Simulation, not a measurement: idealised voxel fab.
Process module, titled voxel capacitor over wiring
The cross-section shown here is cut; it is 280 nm wide and divided into square cells measuring 5 nm on a side.
Cross-section = grid of square cells, listed top down in bands; band = one or more rows. Top, bottom (nm), then materials left to right with widths (nm); lone material tagged "edge to edge" fills the whole band edge to edge; "empty" = empty space. Height datum 0, below which the as-received substrate wafer is one material. Lowest band open at the bottom, running downward: "0 nm and below". Width: "30 to 40" (first number = top row, second number = bottom row, same change from row to row of cells). Basically "remained unchanged" means that step didn't change any cell in the cross-section. If an empty space has no open way to the top and is at least 8 cells in size, "Enclosed void entries" lists it, written width x height at distance, where distance is measured from the left edge and every value is in nm. Whatever follows a step's settings on its line is a remark the simulator itself makes about that step. overlay nm: right-of-plan distance of the mask on a masked step; negative values mean left-of-plan.

# The steps planned for the process are as follows
1,RECEIVE | material Si
2,CONFORMAL_DEP | material SiO2 | thk nm 15
3,CONFORMAL_DEP | material SiCN | thk nm 5
4,DIRECTIONAL_DEP | material lowk | thk nm 25
5,PATTERN | tone open | mask id METAL_1 | material resist | width nm 20 | pitch nm 90 | thk nm 15 | overlay nm 0
6,DIRECTIONAL_ETCH | etch materials lowk | depth nm 25
7,DIRECTIONAL_ETCH | etch materials SiCN | depth nm 5
8,STRIP | etch materials resist
9,CONFORMAL_DEP | material TiN | thk nm 5
10,FILL_DEP | material W | thk nm 5
11,CMP | height nm 45
12,EPI | material Ru | thk nm 5
13,FILL_DEP | material SiCN | thk nm 5
14,DIRECTIONAL_DEP | material SiO2 | thk nm 20
15,MASKED_ETCH | tone open | mask id PLUG_1 | width nm 15 | etch materials SiO2 | depth nm 20 | overlay nm 0
16,MASKED_ETCH | tone open | mask id PLUG_1 | width nm 15 | etch materials SiCN | depth nm 5 | overlay nm 0
17,CONFORMAL_DEP | material TiN | thk nm 5
18,FILL_DEP | material W | thk nm 10
19,CMP | height nm 75
20,DIRECTIONAL_DEP | material TiN | thk nm 5
21,DIRECTIONAL_DEP | material SiN | thk nm 5
22,DIRECTIONAL_DEP | material TiN | thk nm 5
23,MASKED_ETCH | tone cover | mask id UPPER_PLATE | width nm 75 | etch materials TiN | depth nm 5 | overlay nm 0
24,MASKED_ETCH | tone cover | mask id UPPER_PLATE | width nm 75 | etch materials SiN | depth nm 5 | overlay nm 0
25,MASKED_ETCH | tone cover | mask id LOWER_PLATE | width nm 85 | etch materials TiN | depth nm 5 | overlay nm 0
26,FILL_DEP | material SiO2 | thk nm 20
27,CMP | height nm 95
28,PATTERN | tone open | mask id PLUG_2 | material resist | width nm 15 | thk nm 15 | overlay nm 0
29,DIRECTIONAL_ETCH | etch materials SiO2 | depth nm 15
30,STRIP | etch materials resist
31,CONFORMAL_DEP | material TiN | thk nm 5
32,FILL_DEP | material W | thk nm 10
33,CMP | height nm 105
34,CONFORMAL_DEP | material SiN | thk nm 5
The value of height nm given for step 27 in the plan refers to the first wafer; the wafers vary in this setting and are alike at the start.

# The first of several wafers, as received after step 1, seen in section
	0 nm and below: Si edge to edge
	Enclosed void entries: none

# Row per wafer, end-of-module: cell gain (+)/loss (-) by material since the wafer came in, then closed voids
height nm 95; +12 Ru; +145 SiCN; +71 SiN; +554 SiO2; +129 TiN; +81 W; +240 lowk; Enclosed void entries: none
height nm 100; +12 Ru; +145 SiCN; +71 SiN; +607 SiO2; +131 TiN; +26 W; +240 lowk; Enclosed void entries: none
height nm 105; +12 Ru; +145 SiCN; +71 SiN; +660 SiO2; +78 TiN; +26 W; +240 lowk; Enclosed void entries: none
height nm 110; +12 Ru; +145 SiCN; +71 SiN; +663 SiO2; +76 TiN; +25 W; +240 lowk; Enclosed void entries: none
